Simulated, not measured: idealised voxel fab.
process module | voxel capacitor over wiring
cross-section cut | 245 nm wide | cells 5 nm
A cross-section is a grid of square cells, given in bands from the top down. A band is one or more rows of cells.
Each band's line starts with the height of the band's top and of its bottom, in nm. Then come its materials from left to right, each with its width in nm. One material with "throughout" fills the band from edge to edge. "air" is empty space.
Height 0 is the level under which the wafer as received is all one material. The lowest band goes on downwards, as in "0 down".
A width such as "30 to 40" changes by the same amount from each row of cells to the next, from the band's top row to its bottom row.
"no change" after a step means that no cell of the cross-section changed.
closed voids: empty space of 8 cells or more with no open way to the top, each as width x height at its distance from the left edge, in nm
after a step's settings: what the simulator itself notes on the step
overlay nm, on a step with a mask: how far to the right of its planned place the mask lay; to the left if negative
plan
1 op RECEIVE | material Si
2 op CONFORMAL_DEP | material SiO2 | thk nm 15
3 op DIRECTIONAL_DEP | material TiN | thk nm 5
4 op DIRECTIONAL_DEP | material Ru | thk nm 25
5 op PATTERN | tone cover | mask id METAL_1 | material resist | width nm 20 | pitch nm 75 | thk nm 20 | overlay nm 0
6 op DIRECTIONAL_ETCH | etch materials Ru | depth nm 25
7 op DIRECTIONAL_ETCH | etch materials TiN | depth nm 5
8 op STRIP | etch materials resist
9 op CONFORMAL_DEP | material SiCN | thk nm 5
10 op FILL_DEP | material SiO2 | thk nm 5
11 op CMP | height nm 45
12 op CONFORMAL_DEP | material SiCN | thk nm 5
13 op DIRECTIONAL_DEP | material lowk | thk nm 20
14 op MASKED_ETCH | tone open | mask id PLUG_1 | width nm 15 | etch materials lowk | depth nm 20 | overlay nm 0
15 op MASKED_ETCH | tone open | mask id PLUG_1 | width nm 15 | etch materials SiCN | depth nm 5 | overlay nm 0
16 op CONFORMAL_DEP | material TiN | thk nm 5
17 op FILL_DEP | material W | thk nm 10
18 op CMP | height nm 70
19 op DIRECTIONAL_DEP | material TiN | thk nm 5
20 op DIRECTIONAL_DEP | material SiN | thk nm 5
21 op DIRECTIONAL_DEP | material TiN | thk nm 10
22 op DIRECTIONAL_DEP | material aC | thk nm 10
23 op PATTERN | tone cover | mask id UPPER_PLATE | material resist | width nm 60 | thk nm 25 | overlay nm 0
24 op DIRECTIONAL_ETCH | etch materials aC | depth nm 10
25 op STRIP | etch materials resist
26 op DIRECTIONAL_ETCH | etch materials TiN | depth nm 10
27 op DIRECTIONAL_ETCH | etch materials SiN | depth nm 5
28 op STRIP | etch materials aC
29 op PATTERN | tone cover | mask id LOWER_PLATE | material resist | width nm 70 | thk nm 15 | overlay nm 0
30 op DIRECTIONAL_ETCH | etch materials TiN | depth nm 5
31 op STRIP | etch materials resist
32 op FILL_DEP | material SiO2 | thk nm 20
33 op CMP | height nm 105
34 op PATTERN | tone open | mask id PLUG_2 | material resist | width nm 15 | thk nm 20 | overlay nm 0
35 op DIRECTIONAL_ETCH | etch materials SiO2 | depth nm 15
36 op STRIP | etch materials resist
37 op CONFORMAL_DEP | material TiN | thk nm 5
38 op FILL_DEP | material Ru | thk nm 10
39 op CMP | height nm 105
40 op CONFORMAL_DEP | material SiN | thk nm 5
first wafer, as planned
as received, after step 1
  0 down: Si throughout
  closed voids: none
after step 2
  15 to 0: SiO2 throughout
  below 0: unchanged
after step 3
  20 to 15: TiN throughout
  below 15: unchanged
after step 4
  45 to 20: Ru throughout
  below 20: unchanged
after step 5
  65 to 45: air 75 | resist 20 | air 55 | resist 20 | air 75
  below 45: unchanged
after step 6
  65 to 45: air 75 | resist 20 | air 55 | resist 20 | air 75
  45 to 20: air 75 | Ru 20 | air 55 | Ru 20 | air 75
  below 20: unchanged
after step 7
  65 to 45: air 75 | resist 20 | air 55 | resist 20 | air 75
  45 to 20: air 75 | Ru 20 | air 55 | Ru 20 | air 75
  20 to 15: air 75 | TiN 20 | air 55 | TiN 20 | air 75
  below 15: unchanged
after step 8
  45 to 20: air 75 | Ru 20 | air 55 | Ru 20 | air 75
  below 20: unchanged
after step 9
  50 to 45: air 70 | SiCN 30 | air 45 | SiCN 30 | air 70
  45 to 20: air 70 | SiCN 5 | Ru 20 | SiCN 5 | air 45 | SiCN 5 | Ru 20 | SiCN 5 | air 70
  20 to 15: SiCN 75 | TiN 20 | SiCN 55 | TiN 20 | SiCN 75
  below 15: unchanged
after step 10
  55 to 50: SiO2 throughout
  50 to 45: SiO2 70 | SiCN 30 | SiO2 45 | SiCN 30 | SiO2 70
  45 to 20: SiO2 70 | SiCN 5 | Ru 20 | SiCN 5 | SiO2 45 | SiCN 5 | Ru 20 | SiCN 5 | SiO2 70
  below 20: unchanged
after step 11
  45 to 20: SiO2 70 | SiCN 5 | Ru 20 | SiCN 5 | SiO2 45 | SiCN 5 | Ru 20 | SiCN 5 | SiO2 70
  below 20: unchanged
after step 12
  50 to 45: SiCN throughout
  below 45: unchanged
after step 13
  70 to 50: lowk throughout
  below 50: unchanged
after step 14
  70 to 50: lowk 80 | air 15 | lowk 150
  below 50: unchanged
after step 15
  70 to 50: lowk 80 | air 15 | lowk 150
  50 to 45: SiCN 80 | air 15 | SiCN 150
  below 45: unchanged
after step 16
  75 to 70: TiN 85 | air 5 | TiN 155
  70 to 50: lowk 80 | TiN 5 | air 5 | TiN 5 | lowk 150
  50 to 45: SiCN 80 | TiN 15 | SiCN 150
  below 45: unchanged
after step 17
  85 to 75: W throughout
  75 to 70: TiN 85 | W 5 | TiN 155
  70 to 50: lowk 80 | TiN 5 | W 5 | TiN 5 | lowk 150
  below 50: unchanged
after step 18
  70 to 50: lowk 80 | TiN 5 | W 5 | TiN 5 | lowk 150
  below 50: unchanged
after step 19
  75 to 70: TiN throughout
  below 70: unchanged
after step 20
  80 to 75: SiN throughout
  below 75: unchanged
after step 21
  90 to 80: TiN throughout
  below 80: unchanged
after step 22
  100 to 90: aC throughout
  below 90: unchanged
after step 23
  125 to 100: air 80 | resist 60 | air 105
  below 100: unchanged
after step 24
  115 to 100: air 80 | resist 60 | air 105
  100 to 90: air 80 | aC 60 | air 105
  below 90: unchanged
after step 25
  100 to 90: air 80 | aC 60 | air 105
  below 90: unchanged
after step 26
  100 to 90: air 80 | aC 60 | air 105
  90 to 80: air 80 | TiN 60 | air 105
  below 80: unchanged
after step 27
  100 to 90: air 80 | aC 60 | air 105
  90 to 80: air 80 | TiN 60 | air 105
  80 to 75: air 80 | SiN 60 | air 105
  below 75: unchanged
after step 28
  90 to 80: air 80 | TiN 60 | air 105
  below 80: unchanged
after step 29
  105 to 90: air 75 | resist 70 | air 100
  90 to 80: air 75 | resist 5 | TiN 60 | resist 5 | air 100
  80 to 75: air 75 | resist 5 | SiN 60 | resist 5 | air 100
  below 75: unchanged
after step 30
  105 to 90: air 75 | resist 70 | air 100
  90 to 80: air 75 | resist 5 | TiN 60 | resist 5 | air 100
  80 to 75: air 75 | resist 5 | SiN 60 | resist 5 | air 100
  75 to 70: air 75 | TiN 70 | air 100
  below 70: unchanged
after step 31
  90 to 80: air 80 | TiN 60 | air 105
  80 to 75: air 80 | SiN 60 | air 105
  below 75: unchanged
after step 32
  110 to 90: SiO2 throughout
  90 to 80: SiO2 80 | TiN 60 | SiO2 105
  80 to 75: SiO2 80 | SiN 60 | SiO2 105
  75 to 70: SiO2 75 | TiN 70 | SiO2 100
  below 70: unchanged
after step 33
  105 to 90: SiO2 throughout
  below 90: unchanged
after step 34
  125 to 105: resist 90 | air 15 | resist 140
  below 105: unchanged
after step 35
  125 to 105: resist 90 | air 15 | resist 140
  105 to 90: SiO2 90 | air 15 | SiO2 140
  below 90: unchanged
after step 36
  105 to 90: SiO2 90 | air 15 | SiO2 140
  below 90: unchanged
after step 37
  110 to 105: TiN 95 | air 5 | TiN 145
  105 to 95: SiO2 90 | TiN 5 | air 5 | TiN 5 | SiO2 140
  95 to 90: SiO2 90 | TiN 15 | SiO2 140
  below 90: unchanged
after step 38
  120 to 110: Ru throughout
  110 to 105: TiN 95 | Ru 5 | TiN 145
  105 to 95: SiO2 90 | TiN 5 | Ru 5 | TiN 5 | SiO2 140
  below 95: unchanged
after step 39
  105 to 95: SiO2 90 | TiN 5 | Ru 5 | TiN 5 | SiO2 140
  below 95: unchanged
after step 40
  110 to 105: SiN throughout
  below 105: unchanged
second wafer: like start, like plan, one mistake. Through step 33 it matches the first wafer
when step 34 should have ended
  125 to 105: resist 85 | air 25 | resist 135
  below 105: unchanged
when step 35 should have ended
  125 to 105: resist 85 | air 25 | resist 135
  105 to 90: SiO2 85 | air 25 | SiO2 135
  below 90: unchanged
when step 36 should have ended
  105 to 90: SiO2 85 | air 25 | SiO2 135
  below 90: unchanged
when step 37 should have ended
  110 to 105: TiN 90 | air 15 | TiN 140
  105 to 95: SiO2 85 | TiN 5 | air 15 | TiN 5 | SiO2 135
  95 to 90: SiO2 85 | TiN 25 | SiO2 135
  below 90: unchanged
when step 38 should have ended
  120 to 110: Ru throughout
  110 to 105: TiN 90 | Ru 15 | TiN 140
  105 to 95: SiO2 85 | TiN 5 | Ru 15 | TiN 5 | SiO2 135
  below 95: unchanged
when step 39 should have ended
  105 to 95: SiO2 85 | TiN 5 | Ru 15 | TiN 5 | SiO2 135
  below 95: unchanged
when step 40 should have ended
  110 to 105: SiN throughout
  below 105: unchanged
what went wrong: step 34 ran as: op PATTERN | tone open | mask id PLUG_2 | material resist | width nm 25 | thk nm 20 | overlay nm 0
at the end the second wafer has, in cells: 4 more of Ru | 6 fewer of SiO2 | 2 more of TiN
